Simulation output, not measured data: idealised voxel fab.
process module | voxel double patterning
cross-section cut | 190 nm wide | cells 5 nm
A cross-section is a grid of square cells, given in bands from the top down. A band is one or more rows of cells.
Each band's line starts with the height of the band's top and of its bottom, in nm. Then come its materials from left to right, each with its width in nm. One material with "throughout" fills the band from edge to edge. "air" is empty space.
Height 0 is the level under which the wafer as received is all one material. The lowest band goes on downwards, as in "0 down".
A width such as "30 to 40" changes by the same amount from each row of cells to the next, from the band's top row to its bottom row.
"no change" after a step means that no cell of the cross-section changed.
closed voids: empty space of 8 cells or more with no open way to the top, each as width x height at its distance from the left edge, in nm
after a step's settings: what the simulator itself notes on the step
overlay nm, on a step with a mask: how far to the right of its planned place the mask lay; to the left if negative
plan
1 op RECEIVE | material Si
2 op CONFORMAL_DEP | material SiO2 | thk nm 5
3 op DIRECTIONAL_DEP | material TiN | thk nm 10
4 op DIRECTIONAL_DEP | material SiN | thk nm 5
5 op PATTERN | tone open | mask id FIRST | material resist | width nm 15 | pitch nm 50 | thk nm 20 | overlay nm 0
6 op DIRECTIONAL_ETCH | etch materials SiN | depth nm 5
7 op STRIP | etch materials resist
8 op DIRECTIONAL_DEP | material aC | thk nm 10
9 op PATTERN | tone open | mask id SECOND | material resist | width nm 15 | thk nm 25 | overlay nm 0
10 op DIRECTIONAL_ETCH | etch materials aC | depth nm 10
11 op STRIP | etch materials resist
12 op DIRECTIONAL_ETCH | etch materials SiN | depth nm 5
13 op STRIP | etch materials aC
14 op DIRECTIONAL_ETCH | etch materials TiN | depth nm 10
15 op STRIP | etch materials SiN
as received, after step 1
  0 down: Si throughout
  closed voids: none
a wafer at the end: this start, this plan, one mistake
  15 to 5: TiN 60 | air 65 | TiN 65
  5 to 0: SiO2 throughout
  0 down: Si throughout
  closed voids: none
what went wrong: step 11 ran as: op STRIP | etch materials SiN
